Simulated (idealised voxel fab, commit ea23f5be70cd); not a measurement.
The following process module bears the name voxel wiring stack.
Square cell edge 5 nm, section width 185 nm, ID cut.
Notation: cross-section as square-cell grid; stated in bands, top first, going down; one or more cell rows per band.
A band entry consists of two parts. The first gives the height of the band's top and the height of its bottom, in nm. The rest lists the band's materials from left to right, each with its width in nm. A single material labelled with the word "throughout" fills the band from edge to edge, and the word "blank" marks empty space.
Below 0: as-received wafer, all one material; heights counted from there. Lowest band: no bottom, goes on down, written "0 and below".
A width such as "30..40" changes by the same amount from each row of cells to the next, from the band's top row to its bottom row.
Given "nothing got changed" for a step, no cell of the cross-section differs between before and after that step.
Heads up: "Closed void roster" only lists the empty pockets with no open path to the top that are 8 cells or more, and it writes them as width x height at distance, distance from the left edge, in nm.
after a step's settings: what the simulator itself notes on the step
If you see "overlay nm" on a step's line and that step has a mask, it's telling you how far right of where it was planned the mask ended up; a negative number means it went left instead.
Process steps (planned)
1 RECEIVE, material Si
2 CONFORMAL_DEP, material SiO2, thk nm 10
3 DIRECTIONAL_DEP, material TiN, thk nm 5
4 DIRECTIONAL_DEP, material Ru, thk nm 25
5 MASKED_ETCH, tone cover, mask id METAL_1, width nm 20, pitch nm 45, etch materials Ru, depth nm 25, overlay nm 0
6 MASKED_ETCH, tone cover, mask id METAL_1, width nm 20, pitch nm 45, etch materials TiN, depth nm 5, overlay nm 0
7 CONFORMAL_DEP, material SiCN, thk nm 5
8 FILL_DEP, material SiO2, thk nm 10
9 CMP, height nm 40
10 CONFORMAL_DEP, material SiCN, thk nm 5
11 DIRECTIONAL_DEP, material SiO2, thk nm 15
12 MASKED_ETCH, tone open, mask id PLUG_1, width nm 15, pitch nm 45, etch materials SiO2, depth nm 15, overlay nm 0
13 MASKED_ETCH, tone open, mask id PLUG_1, width nm 15, pitch nm 45, etch materials SiCN, depth nm 5, overlay nm 0
14 EPI, material Ru, thk nm 10
15 EPI, material Ru, thk nm 10
16 DIRECTIONAL_DEP, material TiN, thk nm 5
17 DIRECTIONAL_DEP, material Ru, thk nm 20
18 DIRECTIONAL_DEP, material aC, thk nm 15
19 PATTERN, tone cover, mask id METAL_2, material resist, width nm 20, pitch nm 45, thk nm 30, overlay nm 0
20 DIRECTIONAL_ETCH, etch materials aC, depth nm 15
21 STRIP, etch materials resist
22 DIRECTIONAL_ETCH, etch materials Ru, depth nm 20
23 DIRECTIONAL_ETCH, etch materials TiN, depth nm 5
24 STRIP, etch materials aC
25 FILL_DEP, material lowk, thk nm 5
26 CMP, height nm 85
27 CONFORMAL_DEP, material SiCN, thk nm 5
The first wafer of two, processed as planned
As-received state of the wafer in cross-section, equivalent to post-step 1
- 0 and below = Si throughout
- Closed void roster: none
So this is the wafer cross-section right after step 2
- 10 down to 0 = SiO2 throughout
- Below 0 it's all the same as before, nothing changed down there.
So this is the wafer cross-section right after step 3
- 15 down to 10 = TiN throughout
- Below 10 it's all the same as before, nothing changed down there.
So this is the wafer cross-section right after step 4
- 40 down to 15 = Ru throughout
- Below 15 it's all the same as before, nothing changed down there.
So this is the wafer cross-section right after step 5
- 40 down to 15 = blank 35; Ru 20; blank 25; Ru 20; blank 25; Ru 20; blank 40
- Below 15 it's all the same as before, nothing changed down there.
So this is the wafer cross-section right after step 6
- 40 down to 15 = blank 35; Ru 20; blank 25; Ru 20; blank 25; Ru 20; blank 40
- 15 down to 10 = blank 35; TiN 20; blank 25; TiN 20; blank 25; TiN 20; blank 40
- Below 10 it's all the same as before, nothing changed down there.
So this is the wafer cross-section right after step 7
- 45 down to 40 = blank 30; SiCN 30; blank 15; SiCN 30; blank 15; SiCN 30; blank 35
- 40 down to 15 = blank 30; SiCN 5; Ru 20; SiCN 5; blank 15; SiCN 5; Ru 20; SiCN 5; blank 15; SiCN 5; Ru 20; SiCN 5; blank 35
- 15 down to 10 = SiCN 35; TiN 20; SiCN 25; TiN 20; SiCN 25; TiN 20; SiCN 40
- Below 10 it's all the same as before, nothing changed down there.
So this is the wafer cross-section right after step 8
- 55 down to 45 = SiO2 throughout
- 45 down to 40 = SiO2 30; SiCN 30; SiO2 15; SiCN 30; SiO2 15; SiCN 30; SiO2 35
- 40 down to 15 = SiO2 30; SiCN 5; Ru 20; SiCN 5; SiO2 15; SiCN 5; Ru 20; SiCN 5; SiO2 15; SiCN 5; Ru 20; SiCN 5; SiO2 35
- Below 15 it's all the same as before, nothing changed down there.
So this is the wafer cross-section right after step 9
- 40 down to 15 = SiO2 30; SiCN 5; Ru 20; SiCN 5; SiO2 15; SiCN 5; Ru 20; SiCN 5; SiO2 15; SiCN 5; Ru 20; SiCN 5; SiO2 35
- Below 15 it's all the same as before, nothing changed down there.
So this is the wafer cross-section right after step 10
- 45 down to 40 = SiCN throughout
- Below 40 it's all the same as before, nothing changed down there.
So this is the wafer cross-section right after step 11
- 60 down to 45 = SiO2 throughout
- Below 45 it's all the same as before, nothing changed down there.
So this is the wafer cross-section right after step 12
- 60 down to 45 = SiO2 35; blank 15; SiO2 30; blank 15; SiO2 30; blank 15; SiO2 45
- Below 45 it's all the same as before, nothing changed down there.
So this is the wafer cross-section right after step 13
- 60 down to 45 = SiO2 35; blank 15; SiO2 30; blank 15; SiO2 30; blank 15; SiO2 45
- 45 down to 40 = SiCN 35; blank 15; SiCN 30; blank 15; SiCN 30; blank 15; SiCN 45
- Below 40 it's all the same as before, nothing changed down there.
So this is the wafer cross-section right after step 14
- 60 down to 50 = SiO2 35; blank 15; SiO2 30; blank 15; SiO2 30; blank 15; SiO2 45
- 50 down to 45 = SiO2 35; Ru 15; SiO2 30; Ru 15; SiO2 30; Ru 15; SiO2 45
- 45 down to 40 = SiCN 35; Ru 15; SiCN 30; Ru 15; SiCN 30; Ru 15; SiCN 45
- Below 40 it's all the same as before, nothing changed down there.
So this is the wafer cross-section right after step 15
- 60 down to 45 = SiO2 35; Ru 15; SiO2 30; Ru 15; SiO2 30; Ru 15; SiO2 45
- Below 45 it's all the same as before, nothing changed down there.
So this is the wafer cross-section right after step 16
- 65 down to 60 = TiN throughout
- Below 60 it's all the same as before, nothing changed down there.
So this is the wafer cross-section right after step 17
- 85 down to 65 = Ru throughout
- Below 65 it's all the same as before, nothing changed down there.
So this is the wafer cross-section right after step 18
- 100 down to 85 = aC throughout
- Below 85 it's all the same as before, nothing changed down there.
So this is the wafer cross-section right after step 19
- 130 down to 100 = blank 35; resist 20; blank 25; resist 20; blank 25; resist 20; blank 40
- Below 100 it's all the same as before, nothing changed down there.
So this is the wafer cross-section right after step 20
- 115 down to 100 = blank 35; resist 20; blank 25; resist 20; blank 25; resist 20; blank 40
- 100 down to 85 = blank 35; aC 20; blank 25; aC 20; blank 25; aC 20; blank 40
- Below 85 it's all the same as before, nothing changed down there.
So this is the wafer cross-section right after step 21
- 100 down to 85 = blank 35; aC 20; blank 25; aC 20; blank 25; aC 20; blank 40
- Below 85 it's all the same as before, nothing changed down there.
So this is the wafer cross-section right after step 22
- 100 down to 85 = blank 35; aC 20; blank 25; aC 20; blank 25; aC 20; blank 40
- 85 down to 65 = blank 35; Ru 20; blank 25; Ru 20; blank 25; Ru 20; blank 40
- Below 65 it's all the same as before, nothing changed down there.
So this is the wafer cross-section right after step 23
- 100 down to 85 = blank 35; aC 20; blank 25; aC 20; blank 25; aC 20; blank 40
- 85 down to 65 = blank 35; Ru 20; blank 25; Ru 20; blank 25; Ru 20; blank 40
- 65 down to 60 = blank 35; TiN 20; blank 25; TiN 20; blank 25; TiN 20; blank 40
- Below 60 it's all the same as before, nothing changed down there.
So this is the wafer cross-section right after step 24
- 85 down to 65 = blank 35; Ru 20; blank 25; Ru 20; blank 25; Ru 20; blank 40
- Below 65 it's all the same as before, nothing changed down there.
So this is the wafer cross-section right after step 25
- 90 down to 85 = lowk throughout
- 85 down to 65 = lowk 35; Ru 20; lowk 25; Ru 20; lowk 25; Ru 20; lowk 40
- 65 down to 60 = lowk 35; TiN 20; lowk 25; TiN 20; lowk 25; TiN 20; lowk 40
- Below 60 it's all the same as before, nothing changed down there.
So this is the wafer cross-section right after step 26
- 85 down to 65 = lowk 35; Ru 20; lowk 25; Ru 20; lowk 25; Ru 20; lowk 40
- Below 65 it's all the same as before, nothing changed down there.
So this is the wafer cross-section right after step 27
- 90 down to 85 = SiCN throughout
- Below 85 it's all the same as before, nothing changed down there.
Regarding the second of the two wafers: it shared the first wafer's starting condition and process plan, yet one error occurred during its execution. Its history coincides with that of the first wafer up to and including step 10
Second wafer, cross-section, planned end of step 11
- 75 down to 45 = SiO2 throughout
- Below 45 it's all the same as before, nothing changed down there.
Second wafer, cross-section, planned end of step 12
- 75 down to 60 = SiO2 35; blank 15; SiO2 30; blank 15; SiO2 30; blank 15; SiO2 45
- Below 60 it's all the same as before, nothing changed down there.
Second wafer, cross-section, planned end of step 13: nothing got changed
Second wafer, cross-section, planned end of step 14: nothing got changed
Second wafer, cross-section, planned end of step 15: nothing got changed
Second wafer, cross-section, planned end of step 16
- 80 down to 75 = TiN 35; blank 15; TiN 30; blank 15; TiN 30; blank 15; TiN 45
- 75 down to 65 = SiO2 35; blank 15; SiO2 30; blank 15; SiO2 30; blank 15; SiO2 45
- 65 down to 60 = SiO2 35; TiN 15; SiO2 30; TiN 15; SiO2 30; TiN 15; SiO2 45
- Below 60 it's all the same as before, nothing changed down there.
Second wafer, cross-section, planned end of step 17
- 100 down to 85 = Ru 35; blank 15; Ru 30; blank 15; Ru 30; blank 15; Ru 45
- 85 down to 80 = Ru throughout
- 80 down to 75 = TiN 35; Ru 15; TiN 30; Ru 15; TiN 30; Ru 15; TiN 45
- 75 down to 65 = SiO2 35; Ru 15; SiO2 30; Ru 15; SiO2 30; Ru 15; SiO2 45
- Below 65 it's all the same as before, nothing changed down there.
Second wafer, cross-section, planned end of step 18
- 115 down to 100 = aC 35; blank 15; aC 30; blank 15; aC 30; blank 15; aC 45
- 100 down to 85 = Ru 35; aC 15; Ru 30; aC 15; Ru 30; aC 15; Ru 45
- Below 85 it's all the same as before, nothing changed down there.
Second wafer, cross-section, planned end of step 19
- 145 down to 115 = blank 35; resist 20; blank 25; resist 20; blank 25; resist 20; blank 40
- 115 down to 100 = aC 35; resist 15; aC 30; resist 15; aC 30; resist 15; aC 45
- Below 100 it's all the same as before, nothing changed down there.
Second wafer, cross-section, planned end of step 20
- 130 down to 115 = blank 35; resist 20; blank 25; resist 20; blank 25; resist 20; blank 40
- 115 down to 100 = blank 35; resist 15; aC 5; blank 25; resist 15; aC 5; blank 25; resist 15; aC 5; blank 40
- Below 100 it's all the same as before, nothing changed down there.
Second wafer, cross-section, planned end of step 21
- 115 down to 100 = blank 50; aC 5; blank 40; aC 5; blank 40; aC 5; blank 40
- Below 100 it's all the same as before, nothing changed down there.
Second wafer, cross-section, planned end of step 22
- 115 down to 100 = blank 50; aC 5; blank 40; aC 5; blank 40; aC 5; blank 40
- 100 down to 85 = blank 35; aC 15; Ru 5; blank 25; aC 15; Ru 5; blank 25; aC 15; Ru 5; blank 40
- 85 down to 80 = blank 35; Ru 20; blank 25; Ru 20; blank 25; Ru 20; blank 40
- Below 80 it's all the same as before, nothing changed down there.
Second wafer, cross-section, planned end of step 23
- 115 down to 100 = blank 50; aC 5; blank 40; aC 5; blank 40; aC 5; blank 40
- 100 down to 85 = blank 35; aC 15; Ru 5; blank 25; aC 15; Ru 5; blank 25; aC 15; Ru 5; blank 40
- 85 down to 80 = blank 35; Ru 20; blank 25; Ru 20; blank 25; Ru 20; blank 40
- 80 down to 75 = blank 35; Ru 15; TiN 5; blank 25; Ru 15; TiN 5; blank 25; Ru 15; TiN 5; blank 40
- Below 75 it's all the same as before, nothing changed down there.
Second wafer, cross-section, planned end of step 24
- 100 down to 85 = blank 50; Ru 5; blank 40; Ru 5; blank 40; Ru 5; blank 40
- Below 85 it's all the same as before, nothing changed down there.
Second wafer, cross-section, planned end of step 25
- 105 down to 100 = lowk throughout
- 100 down to 85 = lowk 50; Ru 5; lowk 40; Ru 5; lowk 40; Ru 5; lowk 40
- 85 down to 80 = lowk 35; Ru 20; lowk 25; Ru 20; lowk 25; Ru 20; lowk 40
- 80 down to 75 = lowk 35; Ru 15; TiN 5; lowk 25; Ru 15; TiN 5; lowk 25; Ru 15; TiN 5; lowk 40
- Below 75 it's all the same as before, nothing changed down there.
Second wafer, cross-section, planned end of step 26
- 85 down to 80 = lowk 35; Ru 20; lowk 25; Ru 20; lowk 25; Ru 20; lowk 40
- Below 80 it's all the same as before, nothing changed down there.
Second wafer, cross-section, planned end of step 27
- 90 down to 85 = SiCN throughout
- Below 85 it's all the same as before, nothing changed down there.
Deviation from plan: heads up, step 11 of the plan got done twice
Materials where the second wafer ends with more or fewer cells than the first: Ru: 45 fewer; SiCN: 9 more; SiO2: 111 more; lowk: 75 fewer
